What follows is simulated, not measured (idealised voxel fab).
process module | voxel transistor to metal
cross-section cut | 290 nm wide | cells 5 nm
A cross-section is a grid of square cells, given in bands from the top down. A band is one or more rows of cells.
Each band's line starts with the height of the band's top and of its bottom, in nm. Then come its materials from left to right, each with its width in nm. One material with "throughout" fills the band from edge to edge. "air" is empty space.
Height 0 is the level under which the wafer as received is all one material. The lowest band goes on downwards, as in "0 down".
A width such as "30 to 40" changes by the same amount from each row of cells to the next, from the band's top row to its bottom row.
"no change" after a step means that no cell of the cross-section changed.
closed voids: empty space of 8 cells or more with no open way to the top, each as width x height at its distance from the left edge, in nm
after a step's settings: what the simulator itself notes on the step
overlay nm, on a step with a mask: how far to the right of its planned place the mask lay; to the left if negative
plan
1 op RECEIVE | material Si
2 op CONFORMAL_DEP | material SiO2 | thk nm 5
3 op CONFORMAL_DEP | material SiN | thk nm 10
4 op MASKED_ETCH | tone cover | mask id ACTIVE | width nm 115 | pitch nm 135 | etch materials SiN | depth nm 10 | overlay nm 0
5 op MASKED_ETCH | tone cover | mask id ACTIVE | width nm 115 | pitch nm 135 | etch materials SiO2 | depth nm 5 | overlay nm 0
6 op MASKED_ETCH | tone cover | mask id ACTIVE | width nm 115 | pitch nm 135 | etch materials Si | depth nm 30 | overlay nm 0
7 op FILL_DEP | material SiO2 | thk nm 5
8 op CMP | height nm 15
9 op SELECTIVE_ETCH | etch materials SiO2 | depth nm 5
10 op STRIP | etch materials SiN
11 op SELECTIVE_ETCH | etch materials SiO2 | depth nm 5
12 op OXIDIZE | depth nm 5
13 op DIRECTIONAL_DEP | material polySi | thk nm 30
14 op DIRECTIONAL_DEP | material SiCN | thk nm 10
15 op PATTERN | tone cover | mask id GATE | material resist | width nm 35 | pitch nm 135 | thk nm 20 | overlay nm 0
16 op DIRECTIONAL_ETCH | etch materials SiCN | depth nm 20
17 op DIRECTIONAL_ETCH | etch materials polySi | depth nm 40
18 op STRIP | etch materials resist
19 op CONFORMAL_DEP | material SiO2 | thk nm 5
20 op DIRECTIONAL_ETCH | etch materials SiO2 | depth nm 5
21 op CONFORMAL_DEP | material SiN | thk nm 10
22 op DIRECTIONAL_ETCH | etch materials SiN | depth nm 10
23 op DIRECTIONAL_ETCH | etch materials SiO2 | depth nm 5
24 op EPI | material SiGe | thk nm 5
25 op FILL_DEP | material SiO2 | thk nm 10
26 op CMP | height nm 30
27 op STRIP | etch materials polySi
28 op SELECTIVE_ETCH | etch materials SiO2 | depth nm 5
29 op CONFORMAL_DEP | material HfO2 | thk nm 5
30 op CONFORMAL_DEP | material TiN | thk nm 5
31 op FILL_DEP | material W | thk nm 10
32 op CMP | height nm 25
33 op DIRECTIONAL_DEP | material SiO2 | thk nm 15
34 op PATTERN | tone open | mask id CONTACT | material resist | width nm 15 | thk nm 15 | overlay nm 0
35 op DIRECTIONAL_ETCH | etch materials SiO2 | depth nm 40
36 op STRIP | etch materials resist
37 op CONFORMAL_DEP | material TiN | thk nm 5
38 op FILL_DEP | material Ru | thk nm 5
39 op CMP | height nm 40
40 op DIRECTIONAL_DEP | material TiN | thk nm 5
41 op DIRECTIONAL_DEP | material Ru | thk nm 15
42 op MASKED_ETCH | tone cover | mask id METAL_1 | width nm 15 | etch materials Ru | depth nm 15 | overlay nm 0
43 op MASKED_ETCH | tone cover | mask id METAL_1 | width nm 15 | etch materials TiN | depth nm 5 | overlay nm 0
44 op FILL_DEP | material lowk | thk nm 10
45 op CMP | height nm 60
46 op CONFORMAL_DEP | material SiN | thk nm 5
as received, after step 1
  0 down: Si throughout
  closed voids: none
first wafer at the end, as planned
  65 to 60: SiN throughout
  60 to 45: lowk 25 | Ru 15 | lowk 75 | Ru 15 | lowk 30 | Ru 15 | lowk 75 | Ru 15 | lowk 25
  45 to 40: lowk 25 | TiN 15 | lowk 75 | TiN 15 | lowk 30 | TiN 15 | lowk 75 | TiN 15 | lowk 25
  40 to 25: SiO2 25 | TiN 5 | Ru 5 | TiN 5 | SiO2 75 | TiN 5 | Ru 5 | TiN 5 | SiO2 30 | TiN 5 | Ru 5 | TiN 5 | SiO2 75 | TiN 5 | Ru 5 | TiN 5 | SiO2 25
  25 to 10: SiO2 25 | TiN 5 | Ru 5 | TiN 5 | SiO2 5 | SiN 10 | HfO2 5 | TiN 5 | W 25 | TiN 5 | HfO2 5 | SiN 10 | SiO2 5 | TiN 5 | Ru 5 | TiN 5 | SiO2 30 | TiN 5 | Ru 5 | TiN 5 | SiO2 5 | SiN 10 | HfO2 5 | TiN 5 | W 25 | TiN 5 | HfO2 5 | SiN 10 | SiO2 5 | TiN 5 | Ru 5 | TiN 5 | SiO2 25
  10 to 5: SiO2 25 | TiN 15 | SiO2 5 | SiN 10 | HfO2 5 | TiN 5 | W 25 | TiN 5 | HfO2 5 | SiN 10 | SiO2 5 | TiN 15 | SiO2 30 | TiN 15 | SiO2 5 | SiN 10 | HfO2 5 | TiN 5 | W 25 | TiN 5 | HfO2 5 | SiN 10 | SiO2 5 | TiN 15 | SiO2 25
  5 to 0: SiO2 20 | SiN 10 | TiN 10 | SiO2 5 | SiN 10 | HfO2 5 | TiN 35 | HfO2 5 | SiN 10 | SiO2 5 | TiN 10 | SiN 10 | SiO2 20 | SiN 10 | TiN 10 | SiO2 5 | SiN 10 | HfO2 5 | TiN 35 | HfO2 5 | SiN 10 | SiO2 5 | TiN 10 | SiN 10 | SiO2 20
  0 to -5: SiO2 30 | SiGe 15 | SiO2 10 | HfO2 45 | SiO2 10 | SiGe 15 | SiO2 40 | SiGe 15 | SiO2 10 | HfO2 45 | SiO2 10 | SiGe 15 | SiO2 30
  -5 to -30: SiO2 20 | Si 115 | SiO2 20 | Si 115 | SiO2 20
  -30 down: Si throughout
  closed voids: none
second wafer at the end: like start, like plan, one mistake
  65 to 60: SiN throughout
  60 to 45: lowk 25 | Ru 15 | lowk 75 | Ru 15 | lowk 30 | Ru 15 | lowk 75 | Ru 15 | lowk 25
  45 to 40: lowk 25 | TiN 15 | lowk 75 | TiN 15 | lowk 30 | TiN 15 | lowk 75 | TiN 15 | lowk 25
  40 to 25: SiO2 25 | TiN 5 | Ru 5 | TiN 5 | SiO2 75 | TiN 5 | Ru 5 | TiN 5 | SiO2 30 | TiN 5 | Ru 5 | TiN 5 | SiO2 75 | TiN 5 | Ru 5 | TiN 5 | SiO2 25
  25 to 10: SiO2 25 | TiN 5 | Ru 5 | TiN 5 | SiO2 5 | SiN 10 | HfO2 5 | TiN 5 | W 25 | TiN 5 | HfO2 5 | SiN 10 | SiO2 5 | TiN 5 | Ru 5 | TiN 5 | SiO2 30 | TiN 5 | Ru 5 | TiN 5 | SiO2 5 | SiN 10 | HfO2 5 | TiN 5 | W 25 | TiN 5 | HfO2 5 | SiN 10 | SiO2 5 | TiN 5 | Ru 5 | TiN 5 | SiO2 25
  10 to 5: SiO2 25 | TiN 15 | SiO2 5 | SiN 10 | HfO2 5 | TiN 35 | HfO2 5 | SiN 10 | SiO2 5 | TiN 15 | SiO2 30 | TiN 15 | SiO2 5 | SiN 10 | HfO2 5 | TiN 35 | HfO2 5 | SiN 10 | SiO2 5 | TiN 15 | SiO2 25
  5 to 0: SiO2 10 | SiN 10 | SiO2 5 | SiGe 20 | SiO2 10 | HfO2 45 | SiO2 10 | SiGe 20 | SiO2 5 | SiN 20 | SiO2 5 | SiGe 20 | SiO2 10 | HfO2 45 | SiO2 10 | SiGe 20 | SiO2 5 | SiN 10 | SiO2 10
  0 to -5: SiGe 10 | SiO2 20 | Si 95 | SiO2 40 | Si 95 | SiO2 20 | SiGe 10
  -5 down: Si throughout
  closed voids: none
what went wrong: step 4 ran as: op MASKED_ETCH | tone open | mask id ACTIVE | width nm 115 | pitch nm 135 | etch materials SiN | depth nm 10 | overlay nm 0
at the end the second wafer has, in cells: 4 fewer of HfO2 | 98 more of Si | 8 more of SiGe | 8 fewer of SiN | 72 fewer of SiO2 | 12 fewer of TiN | 10 fewer of W
